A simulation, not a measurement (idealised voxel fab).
A process module follows: voxel transistor to metal.
Cross-sectional view cut (width: 160 nm; square cell size: 5 nm).
Bands, listed from the top down, are how a cross-section gets written in this document; the cross-section itself is a grid of square cells, and a band is one or more rows of them. The entry gives the band's vertical extent as a top height and a bottom height in nm, then its horizontal make-up as materials from left to right, each with a width in nm. "empty" stands for empty space; a single material marked "edge to edge" fills the band edge to edge. Height reference: 0 = level under which incoming wafer is all one material. Lowest band: no bottom, runs on downward, e.g. "0 -> down". The two numbers in a width such as "30->40" mark its ends across the band: the first belongs to the top row of cells, the second to the bottom row, and from each row to the next the width moves by the same amount. It should be understood that the words "changes: none", when stated for a given step, signify that the cross-section underwent no change in any of its cells during that step. Empty spaces counting at least 8 cells and having no open way to the top are listed in "Closed internal voids". The notation width x height at distance is used for each, the distance being from the left edge and all three values in nm. Whatever follows a step's settings on its line is a remark the simulator itself makes about that step. "overlay nm", when on a step's line for a step with a mask, measures how far to the right of its planned place the mask lay; a negative measure means to the left.

Plan
1 RECEIVE [material Si]
2 CONFORMAL_DEP [material SiO2] [thk nm 5]
3 CONFORMAL_DEP [material SiN] [thk nm 15]
4 MASKED_ETCH [tone cover] [mask id ACTIVE] [width nm 125] [etch materials SiN] [depth nm 15] [overlay nm 0]
5 MASKED_ETCH [tone cover] [mask id ACTIVE] [width nm 125] [etch materials SiO2] [depth nm 5] [overlay nm 0]
6 MASKED_ETCH [tone cover] [mask id ACTIVE] [width nm 125] [etch materials Si] [depth nm 25] [overlay nm 0]
7 FILL_DEP [material SiO2] [thk nm 15]
8 CMP [height nm 20]
9 SELECTIVE_ETCH [etch materials SiO2] [depth nm 15]
10 STRIP [etch materials SiN]
11 SELECTIVE_ETCH [etch materials SiO2] [depth nm 5]
12 OXIDIZE [depth nm 5]
13 DIRECTIONAL_DEP [material polySi] [thk nm 30]
14 DIRECTIONAL_DEP [material SiCN] [thk nm 10]
15 DIRECTIONAL_DEP [material aC] [thk nm 10]
16 PATTERN [tone cover] [mask id GATE] [material resist] [width nm 25] [thk nm 25] [overlay nm 0]
17 DIRECTIONAL_ETCH [etch materials aC] [depth nm 10]
18 STRIP [etch materials resist]
19 DIRECTIONAL_ETCH [etch materials SiCN] [depth nm 20]
20 DIRECTIONAL_ETCH [etch materials polySi] [depth nm 40]
21 STRIP [etch materials aC]
22 CONFORMAL_DEP [material SiO2] [thk nm 5]
23 DIRECTIONAL_ETCH [etch materials SiO2] [depth nm 5]
24 CONFORMAL_DEP [material SiN] [thk nm 10]
25 DIRECTIONAL_ETCH [etch materials SiN] [depth nm 10]
26 DIRECTIONAL_ETCH [etch materials SiO2] [depth nm 5]
27 EPI [material pSi] [thk nm 5]
28 FILL_DEP [material SiO2] [thk nm 10]
29 CMP [height nm 30]
30 STRIP [etch materials polySi]
31 SELECTIVE_ETCH [etch materials SiO2] [depth nm 5]
32 CONFORMAL_DEP [material HfO2] [thk nm 5]
33 CONFORMAL_DEP [material TiN] [thk nm 5]
34 FILL_DEP [material W] [thk nm 5]
35 CMP [height nm 25]
36 DIRECTIONAL_DEP [material SiO2] [thk nm 10]
37 PATTERN [tone open] [mask id CONTACT] [material resist] [width nm 20] [pitch nm 85] [thk nm 20] [overlay nm 0]
38 DIRECTIONAL_ETCH [etch materials SiO2] [depth nm 35]
39 STRIP [etch materials resist]
40 CONFORMAL_DEP [material TiN] [thk nm 5]
41 FILL_DEP [material Ru] [thk nm 5]
42 CMP [height nm 35]
43 DIRECTIONAL_DEP [material TiN] [thk nm 5]
44 DIRECTIONAL_DEP [material W] [thk nm 25]
45 MASKED_ETCH [tone cover] [mask id METAL_1] [width nm 20] [pitch nm 85] [etch materials W] [depth nm 25] [overlay nm 0]
46 MASKED_ETCH [tone cover] [mask id METAL_1] [width nm 20] [pitch nm 85] [etch materials TiN] [depth nm 5] [overlay nm 0]
47 CONFORMAL_DEP [material SiCN] [thk nm 5]
48 FILL_DEP [material lowk] [thk nm 10]
49 CMP [height nm 65]
50 CONFORMAL_DEP [material SiCN] [thk nm 5]
51 DIRECTIONAL_DEP [material SiO2] [thk nm 25]
52 MASKED_ETCH [tone open] [mask id METAL_2] [width nm 20] [pitch nm 85] [etch materials SiO2] [depth nm 15] [overlay nm 0]
53 DIRECTIONAL_DEP [material aC] [thk nm 15]
54 PATTERN [tone open] [mask id METAL_2_HOLES] [material resist] [width nm 15] [pitch nm 85] [thk nm 30] [overlay nm 0]
55 DIRECTIONAL_ETCH [etch materials aC] [depth nm 15]
56 STRIP [etch materials resist]
57 DIRECTIONAL_ETCH [etch materials SiO2] [depth nm 10]
58 DIRECTIONAL_ETCH [etch materials SiCN] [depth nm 5]
59 STRIP [etch materials aC]
60 CONFORMAL_DEP [material TiN] [thk nm 5]
61 FILL_DEP [material Cu] [thk nm 5]
62 CMP [height nm 95]
63 CONFORMAL_DEP [material SiCN] [thk nm 5]

Wafer as received: cross-section following step 1
- 0 -> down = Si edge to edge
- Closed internal voids: none

Below is the wafer in cross-section after the module was completed. It began from the starting point shown above and followed the plan shown above, except that one mistake was made while running it
- 100 -> 95 = SiCN edge to edge
- 95 -> 70 = SiO2 (25) | TiN (5) | Cu (10) | TiN (5) | SiO2 (65) | TiN (5) | Cu (10) | TiN (5) | SiO2 (30)
- 70 -> 65 = SiCN (25) | TiN (20) | SiCN (65) | TiN (20) | SiCN (30)
- 65 -> 40 = lowk (20) | SiCN (5) | W (20) | SiCN (5) | lowk (55) | SiCN (5) | W (20) | SiCN (5) | lowk (25)
- 40 -> 35 = SiCN (25) | TiN (20) | SiCN (65) | TiN (20) | SiCN (30)
- 35 -> 25 = SiO2 (25) | TiN (5) | Ru (10) | TiN (5) | SiO2 (65) | TiN (5) | Ru (10) | TiN (5) | SiO2 (30)
- 25 -> 5 = SiO2 (25) | TiN (5) | Ru (10) | TiN (5) | SiO2 (5) | SiN (10) | HfO2 (5) | TiN (5) | W (15) | TiN (5) | HfO2 (5) | SiN (10) | SiO2 (5) | TiN (5) | Ru (10) | TiN (5) | SiO2 (30)
- 5 -> 0 = SiO2 (25) | TiN (20) | SiO2 (5) | SiN (10) | HfO2 (5) | TiN (25) | HfO2 (5) | SiN (10) | SiO2 (5) | TiN (20) | SiO2 (30)
- 0 -> -5 = SiO2 (10) | pSi (40) | SiO2 (10) | HfO2 (35) | SiO2 (10) | pSi (40) | SiO2 (15)
- -5 -> -25 = SiO2 (15) | Si (125) | SiO2 (20)
- -25 -> down = Si edge to edge
- Closed internal voids: none
Diagnosis: step 54 changed vs plan, executed as PATTERN [tone open] [mask id METAL_2_HOLES] [material resist] [width nm 20] [pitch nm 85] [thk nm 30] [overlay nm 0]
